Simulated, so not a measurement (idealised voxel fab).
The following is a process module called voxel self aligned contacts.
Pictured: cross-section cut, 255 nm wide, on a grid of 5 nm square cells.
Square cells in a grid make up a cross-section in this document, and the grid is given as bands, listed from the top down, each one or more rows of cells.
In this notation a band is specified by the heights of its top and bottom, in that order and in nm, after which its materials appear from left to right, each paired with its width in nm. The word "full width" attached to a single material means that material fills the band from edge to edge; the word "blank" stands for empty space.
All heights in this document are referenced to 0, defined as the level beneath which the wafer, as received, consists entirely of one material. The lowest band is not bounded below; it extends indefinitely downward and is written in the form "0 down".
Width spec "30 to 40" -> top row of cells at first value, bottom row at second value, equal per-row change in between.
No cell of the cross-section changed in a step that is given as "same as before".
The label "Enclosed void list" introduces a list of the empty spaces, 8 cells or larger, that have no open way up to the top; each entry in it reads width x height at distance, where the distance is taken from the left edge and all three are stated in nm.
after a step's settings: what the simulator itself notes on the step
overlay nm: mask right of planned place by this much (step with mask). Neg. = left.

-- Set out below are the planned steps of the process
1. RECEIVE with material Si
2. CONFORMAL_DEP with material SiO2, thk nm 5
3. DIRECTIONAL_DEP with material polySi, thk nm 25
4. DIRECTIONAL_DEP with material SiN, thk nm 25
5. PATTERN with tone cover, mask id GATE, material resist, width nm 35, pitch nm 75, thk nm 15, overlay nm 0
6. DIRECTIONAL_ETCH with etch materials SiN, depth nm 25
7. DIRECTIONAL_ETCH with etch materials polySi, depth nm 25
8. STRIP with etch materials resist
9. CONFORMAL_DEP with material SiN, thk nm 10
10. DIRECTIONAL_ETCH with etch materials SiN, depth nm 10
11. FILL_DEP with material SiO2, thk nm 15
12. CMP with height nm 65
13. MASKED_ETCH with tone open, mask id CONTACT, width nm 50, pitch nm 75, etch materials SiO2, depth nm 65, overlay nm 0
14. CONFORMAL_DEP with material TiN, thk nm 5
15. FILL_DEP with material Ru, thk nm 10
16. CMP with height nm 65
17. CONFORMAL_DEP with material SiN, thk nm 5

-- What follows covers the first of two wafers; it ran as planned

-- Cross-section of the wafer at receipt, which is the condition after step 1
> 0 down = Si full width
> Enclosed void list: none

-- State of the wafer after step 2, shown in cross-section
> 5 to 0 = SiO2 full width
> below 0: unchanged

-- State of the wafer after step 3, shown in cross-section
> 30 to 5 = polySi full width
> below 5: unchanged

-- State of the wafer after step 4, shown in cross-section
> 55 to 30 = SiN full width
> below 30: unchanged

-- State of the wafer after step 5, shown in cross-section
> 70 to 55 = blank 35, then resist 35, then blank 40, then resist 35, then blank 40, then resist 35, then blank 35
> below 55: unchanged

-- State of the wafer after step 6, shown in cross-section
> 70 to 55 = blank 35, then resist 35, then blank 40, then resist 35, then blank 40, then resist 35, then blank 35
> 55 to 30 = blank 35, then SiN 35, then blank 40, then SiN 35, then blank 40, then SiN 35, then blank 35
> below 30: unchanged

-- State of the wafer after step 7, shown in cross-section
> 70 to 55 = blank 35, then resist 35, then blank 40, then resist 35, then blank 40, then resist 35, then blank 35
> 55 to 30 = blank 35, then SiN 35, then blank 40, then SiN 35, then blank 40, then SiN 35, then blank 35
> 30 to 5 = blank 35, then polySi 35, then blank 40, then polySi 35, then blank 40, then polySi 35, then blank 35
> below 5: unchanged

-- State of the wafer after step 8, shown in cross-section
> 55 to 30 = blank 35, then SiN 35, then blank 40, then SiN 35, then blank 40, then SiN 35, then blank 35
> below 30: unchanged

-- State of the wafer after step 9, shown in cross-section
> 65 to 30 = blank 25, then SiN 55, then blank 20, then SiN 55, then blank 20, then SiN 55, then blank 25
> 30 to 15 = blank 25, then SiN 10, then polySi 35, then SiN 10, then blank 20, then SiN 10, then polySi 35, then SiN 10, then blank 20, then SiN 10, then polySi 35, then SiN 10, then blank 25
> 15 to 5 = SiN 35, then polySi 35, then SiN 40, then polySi 35, then SiN 40, then polySi 35, then SiN 35
> below 5: unchanged

-- State of the wafer after step 10, shown in cross-section
> 55 to 30 = blank 25, then SiN 55, then blank 20, then SiN 55, then blank 20, then SiN 55, then blank 25
> 30 to 5 = blank 25, then SiN 10, then polySi 35, then SiN 10, then blank 20, then SiN 10, then polySi 35, then SiN 10, then blank 20, then SiN 10, then polySi 35, then SiN 10, then blank 25
> below 5: unchanged

-- State of the wafer after step 11, shown in cross-section
> 70 to 55 = SiO2 full width
> 55 to 30 = SiO2 25, then SiN 55, then SiO2 20, then SiN 55, then SiO2 20, then SiN 55, then SiO2 25
> 30 to 5 = SiO2 25, then SiN 10, then polySi 35, then SiN 10, then SiO2 20, then SiN 10, then polySi 35, then SiN 10, then SiO2 20, then SiN 10, then polySi 35, then SiN 10, then SiO2 25
> below 5: unchanged

-- State of the wafer after step 12, shown in cross-section
> 65 to 55 = SiO2 full width
> below 55: unchanged

-- State of the wafer after step 13, shown in cross-section
> 65 to 55 = SiO2 65, then blank 50, then SiO2 25, then blank 50, then SiO2 65
> 55 to 30 = SiO2 25, then SiN 55, then blank 20, then SiN 55, then blank 20, then SiN 55, then SiO2 25
> 30 to 5 = SiO2 25, then SiN 10, then polySi 35, then SiN 10, then blank 20, then SiN 10, then polySi 35, then SiN 10, then blank 20, then SiN 10, then polySi 35, then SiN 10, then SiO2 25
> 5 to 0 = SiO2 80, then blank 20, then SiO2 55, then blank 20, then SiO2 80
> below 0: unchanged

-- State of the wafer after step 14, shown in cross-section
> 70 to 65 = TiN 70, then blank 40, then TiN 35, then blank 40, then TiN 70
> 65 to 55 = SiO2 65, then TiN 5 to 20, then blank 40 to 10, then TiN 5 to 20, then SiO2 25, then TiN 5 to 20, then blank 40 to 10, then TiN 5 to 20, then SiO2 65
> 55 to 30 = SiO2 25, then SiN 55, then TiN 5, then blank 10, then TiN 5, then SiN 55, then TiN 5, then blank 10, then TiN 5, then SiN 55, then SiO2 25
> 30 to 5 = SiO2 25, then SiN 10, then polySi 35, then SiN 10, then TiN 5, then blank 10, then TiN 5, then SiN 10, then polySi 35, then SiN 10, then TiN 5, then blank 10, then TiN 5, then SiN 10, then polySi 35, then SiN 10, then SiO2 25
> 5 to 0 = SiO2 80, then TiN 20, then SiO2 55, then TiN 20, then SiO2 80
> below 0: unchanged

-- State of the wafer after step 15, shown in cross-section
> 80 to 70 = Ru full width
> 70 to 65 = TiN 70, then Ru 40, then TiN 35, then Ru 40, then TiN 70
> 65 to 55 = SiO2 65, then TiN 5 to 20, then Ru 40 to 10, then TiN 5 to 20, then SiO2 25, then TiN 5 to 20, then Ru 40 to 10, then TiN 5 to 20, then SiO2 65
> 55 to 30 = SiO2 25, then SiN 55, then TiN 5, then Ru 10, then TiN 5, then SiN 55, then TiN 5, then Ru 10, then TiN 5, then SiN 55, then SiO2 25
> 30 to 5 = SiO2 25, then SiN 10, then polySi 35, then SiN 10, then TiN 5, then Ru 10, then TiN 5, then SiN 10, then polySi 35, then SiN 10, then TiN 5, then Ru 10, then TiN 5, then SiN 10, then polySi 35, then SiN 10, then SiO2 25
> below 5: unchanged

-- State of the wafer after step 16, shown in cross-section
> 65 to 55 = SiO2 65, then TiN 5 to 20, then Ru 40 to 10, then TiN 5 to 20, then SiO2 25, then TiN 5 to 20, then Ru 40 to 10, then TiN 5 to 20, then SiO2 65
> below 55: unchanged

-- State of the wafer after step 17, shown in cross-section
> 70 to 65 = SiN full width
> below 65: unchanged

-- Wafer two. Same start, same plan, one slip in execution. Same as wafer one through step 2, inclusive

-- Cross-section of the second wafer at the time step 3 of the plan should have ended
> 55 to 5 = polySi full width
> below 5: unchanged

-- Cross-section of the second wafer at the time step 4 of the plan should have ended
> 80 to 55 = SiN full width
> below 55: unchanged

-- Cross-section of the second wafer at the time step 5 of the plan should have ended
> 95 to 80 = blank 35, then resist 35, then blank 40, then resist 35, then blank 40, then resist 35, then blank 35
> below 80: unchanged

-- Cross-section of the second wafer at the time step 6 of the plan should have ended
> 95 to 80 = blank 35, then resist 35, then blank 40, then resist 35, then blank 40, then resist 35, then blank 35
> 80 to 55 = blank 35, then SiN 35, then blank 40, then SiN 35, then blank 40, then SiN 35, then blank 35
> below 55: unchanged

-- Cross-section of the second wafer at the time step 7 of the plan should have ended
> 95 to 80 = blank 35, then resist 35, then blank 40, then resist 35, then blank 40, then resist 35, then blank 35
> 80 to 55 = blank 35, then SiN 35, then blank 40, then SiN 35, then blank 40, then SiN 35, then blank 35
> 55 to 30 = blank 35, then polySi 35, then blank 40, then polySi 35, then blank 40, then polySi 35, then blank 35
> below 30: unchanged

-- Cross-section of the second wafer at the time step 8 of the plan should have ended
> 80 to 55 = blank 35, then SiN 35, then blank 40, then SiN 35, then blank 40, then SiN 35, then blank 35
> below 55: unchanged

-- Cross-section of the second wafer at the time step 9 of the plan should have ended
> 90 to 55 = blank 25, then SiN 55, then blank 20, then SiN 55, then blank 20, then SiN 55, then blank 25
> 55 to 40 = blank 25, then SiN 10, then polySi 35, then SiN 10, then blank 20, then SiN 10, then polySi 35, then SiN 10, then blank 20, then SiN 10, then polySi 35, then SiN 10, then blank 25
> 40 to 30 = SiN 35, then polySi 35, then SiN 40, then polySi 35, then SiN 40, then polySi 35, then SiN 35
> below 30: unchanged

-- Cross-section of the second wafer at the time step 10 of the plan should have ended
> 80 to 55 = blank 25, then SiN 55, then blank 20, then SiN 55, then blank 20, then SiN 55, then blank 25
> 55 to 30 = blank 25, then SiN 10, then polySi 35, then SiN 10, then blank 20, then SiN 10, then polySi 35, then SiN 10, then blank 20, then SiN 10, then polySi 35, then SiN 10, then blank 25
> below 30: unchanged

-- Cross-section of the second wafer at the time step 11 of the plan should have ended
> 95 to 80 = SiO2 full width
> 80 to 55 = SiO2 25, then SiN 55, then SiO2 20, then SiN 55, then SiO2 20, then SiN 55, then SiO2 25
> 55 to 30 = SiO2 25, then SiN 10, then polySi 35, then SiN 10, then SiO2 20, then SiN 10, then polySi 35, then SiN 10, then SiO2 20, then SiN 10, then polySi 35, then SiN 10, then SiO2 25
> below 30: unchanged

-- Cross-section of the second wafer at the time step 12 of the plan should have ended
> 65 to 55 = SiO2 25, then SiN 55, then SiO2 20, then SiN 55, then SiO2 20, then SiN 55, then SiO2 25
> below 55: unchanged

-- Cross-section of the second wafer at the time step 13 of the plan should have ended
> 65 to 55 = SiO2 25, then SiN 55, then blank 20, then SiN 55, then blank 20, then SiN 55, then SiO2 25
> 55 to 30 = SiO2 25, then SiN 10, then polySi 35, then SiN 10, then blank 20, then SiN 10, then polySi 35, then SiN 10, then blank 20, then SiN 10, then polySi 35, then SiN 10, then SiO2 25
> below 30: unchanged

-- Cross-section of the second wafer at the time step 14 of the plan should have ended
> 70 to 65 = TiN 85, then blank 10, then TiN 65, then blank 10, then TiN 85
> 65 to 55 = SiO2 25, then SiN 55, then TiN 5, then blank 10, then TiN 5, then SiN 55, then TiN 5, then blank 10, then TiN 5, then SiN 55, then SiO2 25
> 55 to 35 = SiO2 25, then SiN 10, then polySi 35, then SiN 10, then TiN 5, then blank 10, then TiN 5, then SiN 10, then polySi 35, then SiN 10, then TiN 5, then blank 10, then TiN 5, then SiN 10, then polySi 35, then SiN 10, then SiO2 25
> 35 to 30 = SiO2 25, then SiN 10, then polySi 35, then SiN 10, then TiN 20, then SiN 10, then polySi 35, then SiN 10, then TiN 20, then SiN 10, then polySi 35, then SiN 10, then SiO2 25
> below 30: unchanged

-- Cross-section of the second wafer at the time step 15 of the plan should have ended
> 80 to 70 = Ru full width
> 70 to 65 = TiN 85, then Ru 10, then TiN 65, then Ru 10, then TiN 85
> 65 to 55 = SiO2 25, then SiN 55, then TiN 5, then Ru 10, then TiN 5, then SiN 55, then TiN 5, then Ru 10, then TiN 5, then SiN 55, then SiO2 25
> 55 to 35 = SiO2 25, then SiN 10, then polySi 35, then SiN 10, then TiN 5, then Ru 10, then TiN 5, then SiN 10, then polySi 35, then SiN 10, then TiN 5, then Ru 10, then TiN 5, then SiN 10, then polySi 35, then SiN 10, then SiO2 25
> below 35: unchanged

-- Cross-section of the second wafer at the time step 16 of the plan should have ended
> 65 to 55 = SiO2 25, then SiN 55, then TiN 5, then Ru 10, then TiN 5, then SiN 55, then TiN 5, then Ru 10, then TiN 5, then SiN 55, then SiO2 25
> below 55: unchanged

-- Cross-section of the second wafer at the time step 17 of the plan should have ended
> 70 to 65 = SiN full width
> below 65: unchanged
Heads up, the wafer didn't run the way we planned it: heads up, step 3 of the plan got done twice
Per the end-of-run cell counts, the second wafer holds more or fewer of some materials than the first: -36 Ru; -99 SiN; -84 SiO2; -36 TiN; +255 polySi
